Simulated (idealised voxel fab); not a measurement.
A process module follows: voxel spacer lines.
Pictured: cross-section cut, 260 nm wide, on a grid of 5 nm square cells.
Each cross-section below is a grid of square cells, stated as bands in top-down order, with one or more rows of cells making up each band. The entry gives the band's vertical extent as a top height and a bottom height in nm, then its horizontal make-up as materials from left to right, each with a width in nm. "blank" stands for empty space; a single material marked "all across" fills the band edge to edge. For the purposes of this specification, 0 denotes the height below which the wafer in its as-received condition is composed wholly of one material, and the lowermost band, lacking a lower limit, extends downward without end, as expressed in "top 0, no bottom". The two numbers in a width such as "30 to 40" mark its ends across the band: the first belongs to the top row of cells, the second to the bottom row, and from each row to the next the width moves by the same amount. "all unchanged" means the step left every cell of the cross-section as it was. Entry "Unvented internal voids". Content: empty spaces with no open connection to the top, size 8 cells or greater. Each: width x height at distance. Distance: from left edge. Unit: nm. The remark found on a step's line after its settings is issued by the simulator itself and pertains to that step. The optional step-line setting "overlay nm" applies to steps with a mask and quantifies how far to the right of its planned location the mask lay, a negative value indicating leftward placement.
### Planned process steps
1 RECEIVE,material Si
2 CONFORMAL_DEP,material SiO2,thk nm 5
3 DIRECTIONAL_DEP,material TiN,thk nm 15
4 DIRECTIONAL_DEP,material aC,thk nm 25
5 PATTERN,tone cover,mask id MANDREL,material resist,width nm 25,pitch nm 80,thk nm 35,overlay nm 0
6 DIRECTIONAL_ETCH,etch materials aC,depth nm 25
7 STRIP,etch materials resist
8 CONFORMAL_DEP,material SiN,thk nm 15
9 DIRECTIONAL_ETCH,etch materials SiN,depth nm 15
10 STRIP,etch materials aC
11 DIRECTIONAL_ETCH,etch materials TiN,depth nm 15
12 STRIP,etch materials SiN
### Here's what the wafer looked like in cross-section when it arrived - that's after step 1
    top 0, no bottom: Si all across
    Unvented internal voids: none
### Cross-section taken at module completion on the first of two wafers; processed per the plan
    top 20, bottom 5: blank: 20  TiN: 15  blank: 25  TiN: 15  blank: 25  TiN: 15  blank: 25  TiN: 15  blank: 25  TiN: 15  blank: 25  TiN: 15  blank: 25
    top 5, bottom 0: SiO2 all across
    top 0, no bottom: Si all across
    Unvented internal voids: none
### Cross-section of the latter of the two wafers at module completion. It had an identical start and an identical plan to the former; in running it, one mistake was made
    top 20, bottom 10: blank: 20  TiN: 15  blank: 25  TiN: 15  blank: 25  TiN: 15  blank: 25  TiN: 15  blank: 25  TiN: 15  blank: 25  TiN: 15  blank: 25
    top 10, bottom 5: TiN all across
    top 5, bottom 0: SiO2 all across
    top 0, no bottom: Si all across
    Unvented internal voids: none
Processing error: step 11: run off-plan, actual operation and settings DIRECTIONAL_ETCH,etch materials TiN,depth nm 10
Looking at both finished wafers in cells, the second ends up ahead of or behind the first on some materials: TiN +34
